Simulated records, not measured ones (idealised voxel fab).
The name of this process module is voxel fin reveal.
Square cell edge 5 nm, section width 270 nm, ID cut.
Format of a cross-section: grid, square cells. Given as bands. Order: top down. Band: one or more rows of cells.
This entry defines a band. It first specifies the height of the band's top and the height of its bottom in nm, and then specifies the band's materials from left to right, stating each material with its width in nm. The word "everywhere" identifies a single material that fills the band from edge to edge, while the word "empty" identifies empty space.
The reference from which all heights are counted is 0, the level beneath which the as-received wafer is entirely one material; the lowest band, having no lower bound, proceeds downward and is written after the example "0..down".
Read "30..40" as a graded width: first number on top, second number at the bottom, same change between each pair of neighbouring rows.
Given "stayed the same" for a step, no cell of the cross-section differs between before and after that step.
Listed in "Enclosed cavity list": every empty space of 8 or more cells without an open way to the top. Form: width x height at distance, the distance being from the left edge, all in nm.
That trailing text on a step's line, after the settings, is the simulator's own remark on the step.
overlay nm: where the mask lay relative to plan, measured to the right, on steps with a mask; negatives go left.
Steps in the process plan:
1 op RECEIVE | material Si
2 op CONFORMAL_DEP | material SiN | thk nm 5
3 op PATTERN | tone cover | mask id FINS | material resist | width nm 15 | pitch nm 40 | thk nm 15 | overlay nm 0
4 op DIRECTIONAL_ETCH | etch materials SiN | depth nm 5
5 op DIRECTIONAL_ETCH | etch materials Si | depth nm 40
6 op STRIP | etch materials resist
7 op OXIDIZE | depth nm 5
8 op FILL_DEP | material SiO2 | thk nm 10
9 op CMP | height nm 5
10 op SELECTIVE_ETCH | etch materials SiO2 | depth nm 30
11 op STRIP | etch materials SiN
Cross-section of the wafer at receipt, which is the condition after step 1:
* 0..down: Si everywhere
* Enclosed cavity list: none
Starting wafer: above. Plan: above. Run: one mistake. Cross-section after the module: below:
* 0..-40: 65 nm empty | 5 nm SiO2 | 5 nm Si | 5 nm SiO2 | 25 nm empty | 5 nm SiO2 | 5 nm Si | 5 nm SiO2 | 25 nm empty | 5 nm SiO2 | 5 nm Si | 5 nm SiO2 | 25 nm empty | 5 nm SiO2 | 5 nm Si | 5 nm SiO2 | 70 nm empty
* -40..-45: 70 nm SiO2 | 5 nm Si | 35 nm SiO2 | 5 nm Si | 35 nm SiO2 | 5 nm Si | 35 nm SiO2 | 5 nm Si | 75 nm SiO2
* -45..down: Si everywhere
* Enclosed cavity list: none
Finding, execution versus plan: contrary to plan, step 8 was performed as op FILL_DEP | material SiN | thk nm 10
